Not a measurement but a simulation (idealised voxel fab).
Title: Process Module voxel self aligned contacts
Displayed cross-section: cut, width of 245 nm, square cells sized 5 nm.
Format of a cross-section: grid, square cells. Given as bands. Order: top down. Band: one or more rows of cells. First you get the band's top height and its bottom height, in nm, and then the materials it's made of, left to right, with each width in nm. If you see a single material with "throughout", that one covers the band edge to edge. "empty" is empty space. Zero point of the height axis is 0; under it, received wafer = one material. Lowest band: continues down indefinitely, "0 -> down". A two-number width, for instance "30..40", indicates that the width is equal to the first number in the top row of the band and to the second number in the bottom row, and that it changes by a constant amount per row of cells. The cross-section has no changed cell in any step marked "nothing was modified". Voids not open to the top, 8 cells minimum: see "Fully enclosed voids". Written width x height at distance; distance is from the left edge; nm. Where a step's line continues beyond its settings, the continuation is a remark by the simulator itself on that step. "overlay nm", when on a step's line for a step with a mask, measures how far to the right of its planned place the mask lay; a negative measure means to the left. How should the pairs below be read? Each gives the cross-section before one process step and the cross-section after it, the latter drawn only to the lowest band that changed; the step that lies between them, with its settings, appears under the pair. Does a pair pick up where the pair above left off? Only where its entry headed "Prior to step" says so, since pairs can come from different runs of this module on the same starting wafer.
**Prior to step**
> 65 -> 50: 65 of aC; 45 of empty; 25 of aC; 45 of empty; 65 of aC
> 50 -> 45: SiO2 throughout
> 45 -> 25: 30 of SiO2; 45 of SiN; 25 of SiO2; 45 of SiN; 25 of SiO2; 45 of SiN; 30 of SiO2
> 25 -> 20: SiO2 throughout
> 20 -> 0: polySi throughout
> 0 -> down: Si throughout
> Fully enclosed voids: none
**Result of Step**
> 65 -> 50: 65 of aC; 45 of empty; 25 of aC; 45 of empty; 65 of aC
> 50 -> 45: 65 of SiO2; 45 of empty; 25 of SiO2; 45 of empty; 65 of SiO2
> 45 -> 25: 30 of SiO2; 45 of SiN; 25 of empty; 45 of SiN; 25 of empty; 45 of SiN; 30 of SiO2
> 25 -> 20: 75 of SiO2; 25 of empty; 45 of SiO2; 25 of empty; 75 of SiO2
> For the remainder of the cross-section, below 20, there is no change.
> Fully enclosed voids: none
Link between the two cross-sections above: DIRECTIONAL_ETCH,etch materials SiO2,depth nm 50
Prior to step: starting point is the after cross-section of the pair just above.
**Result of Step**
> 50 -> 45: 65 of SiO2; 45 of empty; 25 of SiO2; 45 of empty; 65 of SiO2
> For the remainder of the cross-section, below 45, there is no change.
> Fully enclosed voids: none
Link between the two cross-sections above: STRIP,etch materials aC
Prior to step: starting point is the after cross-section of the pair just above.
**Result of Step**
> 55 -> 50: 70 of TiN; 35 of empty; 35 of TiN; 35 of empty; 70 of TiN
> 50 -> 45: 65 of SiO2; 15 of TiN; 15 of empty; 15 of TiN; 25 of SiO2; 15 of TiN; 15 of empty; 15 of TiN; 65 of SiO2
> 45 -> 25: 30 of SiO2; 45 of SiN; 5 of TiN; 15 of empty; 5 of TiN; 45 of SiN; 5 of TiN; 15 of empty; 5 of TiN; 45 of SiN; 30 of SiO2
> 25 -> 20: 75 of SiO2; 25 of TiN; 45 of SiO2; 25 of TiN; 75 of SiO2
> For the remainder of the cross-section, below 20, there is no change.
> Fully enclosed voids: none
Link between the two cross-sections above: CONFORMAL_DEP,material TiN,thk nm 5
Prior to step: starting point is the after cross-section of the pair just above.
**Result of Step**
> 60 -> 55: W throughout
> 55 -> 50: 70 of TiN; 35 of W; 35 of TiN; 35 of W; 70 of TiN
> 50 -> 45: 65 of SiO2; 15 of TiN; 15 of W; 15 of TiN; 25 of SiO2; 15 of TiN; 15 of W; 15 of TiN; 65 of SiO2
> 45 -> 25: 30 of SiO2; 45 of SiN; 5 of TiN; 15 of W; 5 of TiN; 45 of SiN; 5 of TiN; 15 of W; 5 of TiN; 45 of SiN; 30 of SiO2
> For the remainder of the cross-section, below 25, there is no change.
> Fully enclosed voids: none
Link between the two cross-sections above: FILL_DEP,material W,thk nm 5
Prior to step: starting point is the after cross-section of the pair just above.
**Result of Step**
> 50 -> 45: 65 of SiO2; 15 of TiN; 15 of W; 15 of TiN; 25 of SiO2; 15 of TiN; 15 of W; 15 of TiN; 65 of SiO2
> For the remainder of the cross-section, below 45, there is no change.
> Fully enclosed voids: none
Link between the two cross-sections above: CMP,height nm 50
Prior to step: starting point is the after cross-section of the pair just above.
**Result of Step**
> 55 -> 50: SiCN throughout
> For the remainder of the cross-section, below 50, there is no change.
> Fully enclosed voids: none
Link between the two cross-sections above: CONFORMAL_DEP,material SiCN,thk nm 5
**Prior to step**
> 65 -> 50: 65 of aC; 45 of empty; 25 of aC; 45 of empty; 65 of aC
> 50 -> 45: SiO2 throughout
> 45 -> 25: 30 of SiO2; 45 of SiN; 25 of SiO2; 45 of SiN; 25 of SiO2; 45 of SiN; 30 of SiO2
> 25 -> 5: 30 of SiO2; 5 of SiN; 35 of polySi; 5 of SiN; 25 of SiO2; 5 of SiN; 35 of polySi; 5 of SiN; 25 of SiO2; 5 of SiN; 35 of polySi; 5 of SiN; 30 of SiO2
> 5 -> 0: SiO2 throughout
> 0 -> down: Si throughout
> Fully enclosed voids: none
**Result of Step**
> 65 -> 50: 65 of aC; 45 of empty; 25 of aC; 45 of empty; 65 of aC
> 50 -> 45: 65 of SiO2; 45 of empty; 25 of SiO2; 45 of empty; 65 of SiO2
> 45 -> 25: 30 of SiO2; 45 of SiN; 25 of empty; 45 of SiN; 25 of empty; 45 of SiN; 30 of SiO2
> 25 -> 10: 30 of SiO2; 5 of SiN; 35 of polySi; 5 of SiN; 25 of empty; 5 of SiN; 35 of polySi; 5 of SiN; 25 of empty; 5 of SiN; 35 of polySi; 5 of SiN; 30 of SiO2
> For the remainder of the cross-section, below 10, there is no change.
> Fully enclosed voids: none
Link between the two cross-sections above: DIRECTIONAL_ETCH,etch materials SiO2,depth nm 40
Prior to step: starting point is the after cross-section of the pair just above.
**Result of Step**
> 50 -> 45: 65 of SiO2; 45 of empty; 25 of SiO2; 45 of empty; 65 of SiO2
> For the remainder of the cross-section, below 45, there is no change.
> Fully enclosed voids: none
Link between the two cross-sections above: STRIP,etch materials aC
Prior to step: starting point is the after cross-section of the pair just above.
**Result of Step**
> 55 -> 50: 70 of TiN; 35 of empty; 35 of TiN; 35 of empty; 70 of TiN
> 50 -> 45: 65 of SiO2; 15 of TiN; 15 of empty; 15 of TiN; 25 of SiO2; 15 of TiN; 15 of empty; 15 of TiN; 65 of SiO2
> 45 -> 25: 30 of SiO2; 45 of SiN; 5 of TiN; 15 of empty; 5 of TiN; 45 of SiN; 5 of TiN; 15 of empty; 5 of TiN; 45 of SiN; 30 of SiO2
> 25 -> 15: 30 of SiO2; 5 of SiN; 35 of polySi; 5 of SiN; 5 of TiN; 15 of empty; 5 of TiN; 5 of SiN; 35 of polySi; 5 of SiN; 5 of TiN; 15 of empty; 5 of TiN; 5 of SiN; 35 of polySi; 5 of SiN; 30 of SiO2
> 15 -> 10: 30 of SiO2; 5 of SiN; 35 of polySi; 5 of SiN; 25 of TiN; 5 of SiN; 35 of polySi; 5 of SiN; 25 of TiN; 5 of SiN; 35 of polySi; 5 of SiN; 30 of SiO2
> For the remainder of the cross-section, below 10, there is no change.
> Fully enclosed voids: none
Link between the two cross-sections above: CONFORMAL_DEP,material TiN,thk nm 5
Prior to step: starting point is the after cross-section of the pair just above.
**Result of Step**
> 60 -> 55: W throughout
> 55 -> 50: 70 of TiN; 35 of W; 35 of TiN; 35 of W; 70 of TiN
> 50 -> 45: 65 of SiO2; 15 of TiN; 15 of W; 15 of TiN; 25 of SiO2; 15 of TiN; 15 of W; 15 of TiN; 65 of SiO2
> 45 -> 25: 30 of SiO2; 45 of SiN; 5 of TiN; 15 of W; 5 of TiN; 45 of SiN; 5 of TiN; 15 of W; 5 of TiN; 45 of SiN; 30 of SiO2
> 25 -> 15: 30 of SiO2; 5 of SiN; 35 of polySi; 5 of SiN; 5 of TiN; 15 of W; 5 of TiN; 5 of SiN; 35 of polySi; 5 of SiN; 5 of TiN; 15 of W; 5 of TiN; 5 of SiN; 35 of polySi; 5 of SiN; 30 of SiO2
> For the remainder of the cross-section, below 15, there is no change.
> Fully enclosed voids: none
Link between the two cross-sections above: FILL_DEP,material W,thk nm 5
Prior to step: starting point is the after cross-section of the pair just above.
**Result of Step**
> 50 -> 45: 65 of SiO2; 15 of TiN; 15 of W; 15 of TiN; 25 of SiO2; 15 of TiN; 15 of W; 15 of TiN; 65 of SiO2
> For the remainder of the cross-section, below 45, there is no change.
> Fully enclosed voids: none
Link between the two cross-sections above: CMP,height nm 50
Prior to step: starting point is the after cross-section of the pair just above.
**Result of Step**
> 55 -> 50: SiCN throughout
> For the remainder of the cross-section, below 50, there is no change.
> Fully enclosed voids: none
Link between the two cross-sections above: CONFORMAL_DEP,material SiCN,thk nm 5
**Prior to step**
> 45 -> 25: SiN throughout
> 25 -> 5: polySi throughout
> 5 -> 0: SiO2 throughout
> 0 -> down: Si throughout
> Fully enclosed voids: none
**Result of Step**
> 65 -> 45: 40 of empty; 25 of resist; 45 of empty; 25 of resist; 45 of empty; 25 of resist; 40 of empty
> For the remainder of the cross-section, below 45, there is no change.
> Fully enclosed voids: none
Link between the two cross-sections above: PATTERN,tone cover,mask id GATE,material resist,width nm 25,pitch nm 70,thk nm 20,overlay nm 0
Prior to step: starting point is the after cross-section of the pair just above.
**Result of Step**
> 65 -> 45: 40 of empty; 25 of resist; 45 of empty; 25 of resist; 45 of empty; 25 of resist; 40 of empty
> 45 -> 25: 40 of empty; 25 of SiN; 45 of empty; 25 of SiN; 45 of empty; 25 of SiN; 40 of empty
> For the remainder of the cross-section, below 25, there is no change.
> Fully enclosed voids: none
Link between the two cross-sections above: DIRECTIONAL_ETCH,etch materials SiN,depth nm 20
Prior to step: starting point is the after cross-section of the pair just above.
**Result of Step**
> 65 -> 45: 40 of empty; 25 of resist; 45 of empty; 25 of resist; 45 of empty; 25 of resist; 40 of empty
> 45 -> 25: 40 of empty; 25 of SiN; 45 of empty; 25 of SiN; 45 of empty; 25 of SiN; 40 of empty
> 25 -> 5: 40 of empty; 25 of polySi; 45 of empty; 25 of polySi; 45 of empty; 25 of polySi; 40 of empty
> For the remainder of the cross-section, below 5, there is no change.
> Fully enclosed voids: none
Link between the two cross-sections above: DIRECTIONAL_ETCH,etch materials polySi,depth nm 20
Prior to step: starting point is the after cross-section of the pair just above.
**Result of Step**
> 45 -> 25: 40 of empty; 25 of SiN; 45 of empty; 25 of SiN; 45 of empty; 25 of SiN; 40 of empty
> For the remainder of the cross-section, below 25, there is no change.
> Fully enclosed voids: none
Link between the two cross-sections above: STRIP,etch materials resist
Prior to step: starting point is the after cross-section of the pair just above.
**Result of Step**
> 50 -> 25: 35 of empty; 35 of SiN; 35 of empty; 35 of SiN; 35 of empty; 35 of SiN; 35 of empty
> 25 -> 10: 35 of empty; 5 of SiN; 25 of polySi; 5 of SiN; 35 of empty; 5 of SiN; 25 of polySi; 5 of SiN; 35 of empty; 5 of SiN; 25 of polySi; 5 of SiN; 35 of empty
> 10 -> 5: 40 of SiN; 25 of polySi; 45 of SiN; 25 of polySi; 45 of SiN; 25 of polySi; 40 of SiN
> For the remainder of the cross-section, below 5, there is no change.
> Fully enclosed voids: none
Link between the two cross-sections above: CONFORMAL_DEP,material SiN,thk nm 5
Prior to step: starting point is the after cross-section of the pair just above.
**Result of Step**
> 45 -> 25: 35 of empty; 35 of SiN; 35 of empty; 35 of SiN; 35 of empty; 35 of SiN; 35 of empty
> 25 -> 5: 35 of empty; 5 of SiN; 25 of polySi; 5 of SiN; 35 of empty; 5 of SiN; 25 of polySi; 5 of SiN; 35 of empty; 5 of SiN; 25 of polySi; 5 of SiN; 35 of empty
> For the remainder of the cross-section, below 5, there is no change.
> Fully enclosed voids: none
Link between the two cross-sections above: DIRECTIONAL_ETCH,etch materials SiN,depth nm 5
Prior to step: starting point is the after cross-section of the pair just above.
**Result of Step**
> 55 -> 45: SiO2 throughout
> 45 -> 25: 35 of SiO2; 35 of SiN; 35 of SiO2; 35 of SiN; 35 of SiO2; 35 of SiN; 35 of SiO2
> 25 -> 5: 35 of SiO2; 5 of SiN; 25 of polySi; 5 of SiN; 35 of SiO2; 5 of SiN; 25 of polySi; 5 of SiN; 35 of SiO2; 5 of SiN; 25 of polySi; 5 of SiN; 35 of SiO2
> For the remainder of the cross-section, below 5, there is no change.
> Fully enclosed voids: none
Link between the two cross-sections above: FILL_DEP,material SiO2,thk nm 10
Prior to step: starting point is the after cross-section of the pair just above.
**Result of Step**
> 50 -> 45: SiO2 throughout
> For the remainder of the cross-section, below 45, there is no change.
> Fully enclosed voids: none
Link between the two cross-sections above: CMP,height nm 50
Prior to step: starting point is the after cross-section of the pair just above.
**Result of Step**
> 65 -> 50: aC throughout
> For the remainder of the cross-section, below 50, there is no change.
> Fully enclosed voids: none
Link between the two cross-sections above: DIRECTIONAL_DEP,material aC,thk nm 15
Prior to step: starting point is the after cross-section of the pair just above.
**Result of Step**
> 100 -> 65: 65 of resist; 45 of empty; 25 of resist; 45 of empty; 65 of resist
> For the remainder of the cross-section, below 65, there is no change.
> Fully enclosed voids: none
Link between the two cross-sections above: PATTERN,tone open,mask id CONTACT,material resist,width nm 45,pitch nm 70,thk nm 35,overlay nm 0
Prior to step: starting point is the after cross-section of the pair just above.
**Result of Step**
> 85 -> 65: 65 of resist; 45 of empty; 25 of resist; 45 of empty; 65 of resist
> 65 -> 50: 65 of aC; 45 of empty; 25 of aC; 45 of empty; 65 of aC
> For the remainder of the cross-section, below 50, there is no change.
> Fully enclosed voids: none
Link between the two cross-sections above: DIRECTIONAL_ETCH,etch materials aC,depth nm 15
Prior to step: starting point is the after cross-section of the pair just above.
**Result of Step**
> 65 -> 50: 65 of aC; 45 of empty; 25 of aC; 45 of empty; 65 of aC
> For the remainder of the cross-section, below 50, there is no change.
> Fully enclosed voids: none
Link between the two cross-sections above: STRIP,etch materials resist
Prior to step: starting point is the after cross-section of the pair just above.
**Result of Step**
> 65 -> 50: 65 of aC; 45 of empty; 25 of aC; 45 of empty; 65 of aC
> 50 -> 45: 65 of SiO2; 45 of empty; 25 of SiO2; 45 of empty; 65 of SiO2
> 45 -> 25: 35 of SiO2; 35 of SiN; 35 of empty; 35 of SiN; 35 of empty; 35 of SiN; 35 of SiO2
> 25 -> 5: 35 of SiO2; 5 of SiN; 25 of polySi; 5 of SiN; 35 of empty; 5 of SiN; 25 of polySi; 5 of SiN; 35 of empty; 5 of SiN; 25 of polySi; 5 of SiN; 35 of SiO2
> 5 -> 0: 70 of SiO2; 35 of empty; 35 of SiO2; 35 of empty; 70 of SiO2
> For the remainder of the cross-section, below 0, there is no change.
> Fully enclosed voids: none
Link between the two cross-sections above: DIRECTIONAL_ETCH,etch materials SiO2,depth nm 50
Prior to step: starting point is the after cross-section of the pair just above.
**Result of Step**
> 50 -> 45: 65 of SiO2; 45 of empty; 25 of SiO2; 45 of empty; 65 of SiO2
> For the remainder of the cross-section, below 45, there is no change.
> Fully enclosed voids: none
Link between the two cross-sections above: STRIP,etch materials aC
Prior to step: starting point is the after cross-section of the pair just above.
**Result of Step**
> 55 -> 50: 70 of TiN; 35 of empty; 35 of TiN; 35 of empty; 70 of TiN
> 50 -> 45: 65 of SiO2; 10 of TiN; 25 of empty; 10 of TiN; 25 of SiO2; 10 of TiN; 25 of empty; 10 of TiN; 65 of SiO2
> 45 -> 25: 35 of SiO2; 35 of SiN; 5 of TiN; 25 of empty; 5 of TiN; 35 of SiN; 5 of TiN; 25 of empty; 5 of TiN; 35 of SiN; 35 of SiO2
> 25 -> 5: 35 of SiO2; 5 of SiN; 25 of polySi; 5 of SiN; 5 of TiN; 25 of empty; 5 of TiN; 5 of SiN; 25 of polySi; 5 of SiN; 5 of TiN; 25 of empty; 5 of TiN; 5 of SiN; 25 of polySi; 5 of SiN; 35 of SiO2
> 5 -> 0: 70 of SiO2; 35 of TiN; 35 of SiO2; 35 of TiN; 70 of SiO2
> For the remainder of the cross-section, below 0, there is no change.
> Fully enclosed voids: none
Link between the two cross-sections above: CONFORMAL_DEP,material TiN,thk nm 5
Prior to step: starting point is the after cross-section of the pair just above.
**Result of Step**
> 60 -> 55: W throughout
> 55 -> 50: 70 of TiN; 35 of W; 35 of TiN; 35 of W; 70 of TiN
> 50 -> 45: 65 of SiO2; 10 of TiN; 25 of W; 10 of TiN; 25 of SiO2; 10 of TiN; 25 of W; 10 of TiN; 65 of SiO2
> 45 -> 25: 35 of SiO2; 35 of SiN; 5 of TiN; 25 of W; 5 of TiN; 35 of SiN; 5 of TiN; 25 of W; 5 of TiN; 35 of SiN; 35 of SiO2
> 25 -> 5: 35 of SiO2; 5 of SiN; 25 of polySi; 5 of SiN; 5 of TiN; 25 of W; 5 of TiN; 5 of SiN; 25 of polySi; 5 of SiN; 5 of TiN; 25 of W; 5 of TiN; 5 of SiN; 25 of polySi; 5 of SiN; 35 of SiO2
> For the remainder of the cross-section, below 5, there is no change.
> Fully enclosed voids: none
Link between the two cross-sections above: FILL_DEP,material W,thk nm 5
Prior to step: starting point is the after cross-section of the pair just above.
**Result of Step**
> 50 -> 45: 65 of SiO2; 10 of TiN; 25 of W; 10 of TiN; 25 of SiO2; 10 of TiN; 25 of W; 10 of TiN; 65 of SiO2
> For the remainder of the cross-section, below 45, there is no change.
> Fully enclosed voids: none
Link between the two cross-sections above: CMP,height nm 50
Prior to step: starting point is the after cross-section of the pair just above.
**Result of Step**
> 55 -> 50: SiCN throughout
> For the remainder of the cross-section, below 50, there is no change.
> Fully enclosed voids: none
Link between the two cross-sections above: CONFORMAL_DEP,material SiCN,thk nm 5
**Prior to step**
> 45 -> 25: SiN throughout
> 25 -> 5: polySi throughout
> 5 -> 0: SiO2 throughout
> 0 -> down: Si throughout
> Fully enclosed voids: none
**Result of Step**
> 65 -> 45: 45 of empty; 35 of resist; 35 of empty; 35 of resist; 35 of empty; 35 of resist; 25 of empty
> For the remainder of the cross-section, below 45, there is no change.
> Fully enclosed voids: none
Link between the two cross-sections above: PATTERN,tone cover,mask id GATE,material resist,width nm 35,pitch nm 70,thk nm 20,overlay nm 10
Prior to step: starting point is the after cross-section of the pair just above.
**Result of Step**
> 65 -> 45: 45 of empty; 35 of resist; 35 of empty; 35 of resist; 35 of empty; 35 of resist; 25 of empty
> 45 -> 25: 45 of empty; 35 of SiN; 35 of empty; 35 of SiN; 35 of empty; 35 of SiN; 25 of empty
> For the remainder of the cross-section, below 25, there is no change.
> Fully enclosed voids: none
Link between the two cross-sections above: DIRECTIONAL_ETCH,etch materials SiN,depth nm 20
Prior to step: starting point is the after cross-section of the pair just above.
**Result of Step**
> 65 -> 45: 45 of empty; 35 of resist; 35 of empty; 35 of resist; 35 of empty; 35 of resist; 25 of empty
> 45 -> 25: 45 of empty; 35 of SiN; 35 of empty; 35 of SiN; 35 of empty; 35 of SiN; 25 of empty
> 25 -> 5: 45 of empty; 35 of polySi; 35 of empty; 35 of polySi; 35 of empty; 35 of polySi; 25 of empty
> For the remainder of the cross-section, below 5, there is no change.
> Fully enclosed voids: none
Link between the two cross-sections above: DIRECTIONAL_ETCH,etch materials polySi,depth nm 20
Prior to step: starting point is the after cross-section of the pair just above.
**Result of Step**
> 45 -> 25: 45 of empty; 35 of SiN; 35 of empty; 35 of SiN; 35 of empty; 35 of SiN; 25 of empty
> For the remainder of the cross-section, below 25, there is no change.
> Fully enclosed voids: none
Link between the two cross-sections above: STRIP,etch materials resist
Prior to step: starting point is the after cross-section of the pair just above.
**Result of Step**
> 50 -> 25: 40 of empty; 45 of SiN; 25 of empty; 45 of SiN; 25 of empty; 45 of SiN; 20 of empty
> 25 -> 10: 40 of empty; 5 of SiN; 35 of polySi; 5 of SiN; 25 of empty; 5 of SiN; 35 of polySi; 5 of SiN; 25 of empty; 5 of SiN; 35 of polySi; 5 of SiN; 20 of empty
> 10 -> 5: 45 of SiN; 35 of polySi; 35 of SiN; 35 of polySi; 35 of SiN; 35 of polySi; 25 of SiN
> For the remainder of the cross-section, below 5, there is no change.
> Fully enclosed voids: none
Link between the two cross-sections above: CONFORMAL_DEP,material SiN,thk nm 5
Prior to step: starting point is the after cross-section of the pair just above.
**Result of Step**
> 45 -> 25: 40 of empty; 45 of SiN; 25 of empty; 45 of SiN; 25 of empty; 45 of SiN; 20 of empty
> 25 -> 5: 40 of empty; 5 of SiN; 35 of polySi; 5 of SiN; 25 of empty; 5 of SiN; 35 of polySi; 5 of SiN; 25 of empty; 5 of SiN; 35 of polySi; 5 of SiN; 20 of empty
> For the remainder of the cross-section, below 5, there is no change.
> Fully enclosed voids: none
Link between the two cross-sections above: DIRECTIONAL_ETCH,etch materials SiN,depth nm 5
Prior to step: starting point is the after cross-section of the pair just above.
**Result of Step**
> 55 -> 45: SiO2 throughout
> 45 -> 25: 40 of SiO2; 45 of SiN; 25 of SiO2; 45 of SiN; 25 of SiO2; 45 of SiN; 20 of SiO2
> 25 -> 5: 40 of SiO2; 5 of SiN; 35 of polySi; 5 of SiN; 25 of SiO2; 5 of SiN; 35 of polySi; 5 of SiN; 25 of SiO2; 5 of SiN; 35 of polySi; 5 of SiN; 20 of SiO2
> For the remainder of the cross-section, below 5, there is no change.
> Fully enclosed voids: none
Link between the two cross-sections above: FILL_DEP,material SiO2,thk nm 10
Prior to step: starting point is the after cross-section of the pair just above.
**Result of Step**
> 50 -> 45: SiO2 throughout
> For the remainder of the cross-section, below 45, there is no change.
> Fully enclosed voids: none
Link between the two cross-sections above: CMP,height nm 50
Prior to step: starting point is the after cross-section of the pair just above.
**Result of Step**
> 65 -> 50: aC throughout
> For the remainder of the cross-section, below 50, there is no change.
> Fully enclosed voids: none
Link between the two cross-sections above: DIRECTIONAL_DEP,material aC,thk nm 15
Prior to step: starting point is the after cross-section of the pair just above.
**Result of Step**
> 100 -> 65: 65 of resist; 45 of empty; 25 of resist; 45 of empty; 65 of resist
> For the remainder of the cross-section, below 65, there is no change.
> Fully enclosed voids: none
Link between the two cross-sections above: PATTERN,tone open,mask id CONTACT,material resist,width nm 45,pitch nm 70,thk nm 35,overlay nm 0
Prior to step: starting point is the after cross-section of the pair just above.
**Result of Step**
> 85 -> 65: 65 of resist; 45 of empty; 25 of resist; 45 of empty; 65 of resist
> 65 -> 50: 65 of aC; 45 of empty; 25 of aC; 45 of empty; 65 of aC
> For the remainder of the cross-section, below 50, there is no change.
> Fully enclosed voids: none
Link between the two cross-sections above: DIRECTIONAL_ETCH,etch materials aC,depth nm 15
Prior to step: starting point is the after cross-section of the pair just above.
**Result of Step**
> 65 -> 50: 65 of aC; 45 of empty; 25 of aC; 45 of empty; 65 of aC
> For the remainder of the cross-section, below 50, there is no change.
> Fully enclosed voids: none
Link between the two cross-sections above: STRIP,etch materials resist
Prior to step: starting point is the after cross-section of the pair just above.
**Result of Step**
> 65 -> 50: 65 of aC; 45 of empty; 25 of aC; 45 of empty; 65 of aC
> 50 -> 45: 65 of SiO2; 45 of empty; 25 of SiO2; 45 of empty; 65 of SiO2
> 45 -> 25: 40 of SiO2; 45 of SiN; 25 of empty; 45 of SiN; 25 of empty; 45 of SiN; 20 of SiO2
> 25 -> 5: 40 of SiO2; 5 of SiN; 35 of polySi; 5 of SiN; 25 of empty; 5 of SiN; 35 of polySi; 5 of SiN; 25 of empty; 5 of SiN; 35 of polySi; 5 of SiN; 20 of SiO2
> 5 -> 0: 85 of SiO2; 25 of empty; 45 of SiO2; 25 of empty; 65 of SiO2
> For the remainder of the cross-section, below 0, there is no change.
> Fully enclosed voids: none
Link between the two cross-sections above: DIRECTIONAL_ETCH,etch materials SiO2,depth nm 50
Prior to step: starting point is the after cross-section of the pair just above.
**Result of Step**
> 50 -> 45: 65 of SiO2; 45 of empty; 25 of SiO2; 45 of empty; 65 of SiO2
> For the remainder of the cross-section, below 45, there is no change.
> Fully enclosed voids: none
Link between the two cross-sections above: STRIP,etch materials aC
Prior to step: starting point is the after cross-section of the pair just above.
**Result of Step**
> 55 -> 50: 70 of TiN; 35 of empty; 35 of TiN; 35 of empty; 70 of TiN
> 50 -> 45: 65 of SiO2; 25 of TiN; 15 of empty; 5 of TiN; 25 of SiO2; 25 of TiN; 15 of empty; 5 of TiN; 65 of SiO2
> 45 -> 25: 40 of SiO2; 45 of SiN; 5 of TiN; 15 of empty; 5 of TiN; 45 of SiN; 5 of TiN; 15 of empty; 5 of TiN; 45 of SiN; 20 of SiO2
> 25 -> 5: 40 of SiO2; 5 of SiN; 35 of polySi; 5 of SiN; 5 of TiN; 15 of empty; 5 of TiN; 5 of SiN; 35 of polySi; 5 of SiN; 5 of TiN; 15 of empty; 5 of TiN; 5 of SiN; 35 of polySi; 5 of SiN; 20 of SiO2
> 5 -> 0: 85 of SiO2; 25 of TiN; 45 of SiO2; 25 of TiN; 65 of SiO2
> For the remainder of the cross-section, below 0, there is no change.
> Fully enclosed voids: none
Link between the two cross-sections above: CONFORMAL_DEP,material TiN,thk nm 5
Prior to step: starting point is the after cross-section of the pair just above.
**Result of Step**
> 60 -> 55: W throughout
> 55 -> 50: 70 of TiN; 35 of W; 35 of TiN; 35 of W; 70 of TiN
> 50 -> 45: 65 of SiO2; 25 of TiN; 15 of W; 5 of TiN; 25 of SiO2; 25 of TiN; 15 of W; 5 of TiN; 65 of SiO2
> 45 -> 25: 40 of SiO2; 45 of SiN; 5 of TiN; 15 of W; 5 of TiN; 45 of SiN; 5 of TiN; 15 of W; 5 of TiN; 45 of SiN; 20 of SiO2
> 25 -> 5: 40 of SiO2; 5 of SiN; 35 of polySi; 5 of SiN; 5 of TiN; 15 of W; 5 of TiN; 5 of SiN; 35 of polySi; 5 of SiN; 5 of TiN; 15 of W; 5 of TiN; 5 of SiN; 35 of polySi; 5 of SiN; 20 of SiO2
> For the remainder of the cross-section, below 5, there is no change.
> Fully enclosed voids: none
Link between the two cross-sections above: FILL_DEP,material W,thk nm 5
Prior to step: starting point is the after cross-section of the pair just above.
**Result of Step**
> 50 -> 45: 65 of SiO2; 25 of TiN; 15 of W; 5 of TiN; 25 of SiO2; 25 of TiN; 15 of W; 5 of TiN; 65 of SiO2
> For the remainder of the cross-section, below 45, there is no change.
> Fully enclosed voids: none
Link between the two cross-sections above: CMP,height nm 50
Prior to step: starting point is the after cross-section of the pair just above.
**Result of Step**
> 55 -> 50: SiCN throughout
> For the remainder of the cross-section, below 50, there is no change.
> Fully enclosed voids: none
Link between the two cross-sections above: CONFORMAL_DEP,material SiCN,thk nm 5
**Prior to step**
> 55 -> 50: 70 of TiN; 35 of empty; 35 of TiN; 35 of empty; 70 of TiN
> 50 -> 45: 65 of SiO2; 15 of TiN; 15 of empty; 15 of TiN; 25 of SiO2; 15 of TiN; 15 of empty; 15 of TiN; 65 of SiO2
> 45 -> 25: 30 of SiO2; 45 of SiN; 5 of TiN; 15 of empty; 5 of TiN; 45 of SiN; 5 of TiN; 15 of empty; 5 of TiN; 45 of SiN; 30 of SiO2
> 25 -> 5: 30 of SiO2; 5 of SiN; 35 of polySi; 5 of SiN; 5 of TiN; 15 of empty; 5 of TiN; 5 of SiN; 35 of polySi; 5 of SiN; 5 of TiN; 15 of empty; 5 of TiN; 5 of SiN; 35 of polySi; 5 of SiN; 30 of SiO2
> 5 -> 0: 75 of SiO2; 25 of TiN; 45 of SiO2; 25 of TiN; 75 of SiO2
> 0 -> down: Si throughout
> Fully enclosed voids: none
**Result of Step**
> 60 -> 55: aC throughout
> 55 -> 50: 70 of TiN; 35 of aC; 35 of TiN; 35 of aC; 70 of TiN
> 50 -> 45: 65 of SiO2; 15 of TiN; 15 of aC; 15 of TiN; 25 of SiO2; 15 of TiN; 15 of aC; 15 of TiN; 65 of SiO2
> 45 -> 25: 30 of SiO2; 45 of SiN; 5 of TiN; 15 of aC; 5 of TiN; 45 of SiN; 5 of TiN; 15 of aC; 5 of TiN; 45 of SiN; 30 of SiO2
> 25 -> 5: 30 of SiO2; 5 of SiN; 35 of polySi; 5 of SiN; 5 of TiN; 15 of aC; 5 of TiN; 5 of SiN; 35 of polySi; 5 of SiN; 5 of TiN; 15 of aC; 5 of TiN; 5 of SiN; 35 of polySi; 5 of SiN; 30 of SiO2
> For the remainder of the cross-section, below 5, there is no change.
> Fully enclosed voids: none
Link between the two cross-sections above: FILL_DEP,material aC,thk nm 5
Prior to step: starting point is the after cross-section of the pair just above.
**Result of Step**
> 50 -> 45: 65 of SiO2; 15 of TiN; 15 of aC; 15 of TiN; 25 of SiO2; 15 of TiN; 15 of aC; 15 of TiN; 65 of SiO2
> For the remainder of the cross-section, below 45, there is no change.
> Fully enclosed voids: none
Link between the two cross-sections above: CMP,height nm 50
Prior to step: starting point is the after cross-section of the pair just above.
**Result of Step**
> 55 -> 50: SiCN throughout
> For the remainder of the cross-section, below 50, there is no change.
> Fully enclosed voids: none
Link between the two cross-sections above: CONFORMAL_DEP,material SiCN,thk nm 5
**Prior to step**
> 45 -> 25: SiN throughout
> 25 -> 5: polySi throughout
> 5 -> 0: SiO2 throughout
> 0 -> down: Si throughout
> Fully enclosed voids: none
**Result of Step**
> 65 -> 45: 35 of resist; 35 of empty; 35 of resist; 35 of empty; 35 of resist; 35 of empty; 35 of resist
> For the remainder of the cross-section, below 45, there is no change.
> Fully enclosed voids: none
Link between the two cross-sections above: PATTERN,tone open,mask id GATE,material resist,width nm 35,pitch nm 70,thk nm 20,overlay nm 0
Prior to step: starting point is the after cross-section of the pair just above.
**Result of Step**
> 65 -> 45: 35 of resist; 35 of empty; 35 of resist; 35 of empty; 35 of resist; 35 of empty; 35 of resist
> 45 -> 25: 35 of SiN; 35 of empty; 35 of SiN; 35 of empty; 35 of SiN; 35 of empty; 35 of SiN
> For the remainder of the cross-section, below 25, there is no change.
> Fully enclosed voids: none
Link between the two cross-sections above: DIRECTIONAL_ETCH,etch materials SiN,depth nm 20
Prior to step: starting point is the after cross-section of the pair just above.
**Result of Step**
> 65 -> 45: 35 of resist; 35 of empty; 35 of resist; 35 of empty; 35 of resist; 35 of empty; 35 of resist
> 45 -> 25: 35 of SiN; 35 of empty; 35 of SiN; 35 of empty; 35 of SiN; 35 of empty; 35 of SiN
> 25 -> 5: 35 of polySi; 35 of empty; 35 of polySi; 35 of empty; 35 of polySi; 35 of empty; 35 of polySi
> For the remainder of the cross-section, below 5, there is no change.
> Fully enclosed voids: none
Link between the two cross-sections above: DIRECTIONAL_ETCH,etch materials polySi,depth nm 20
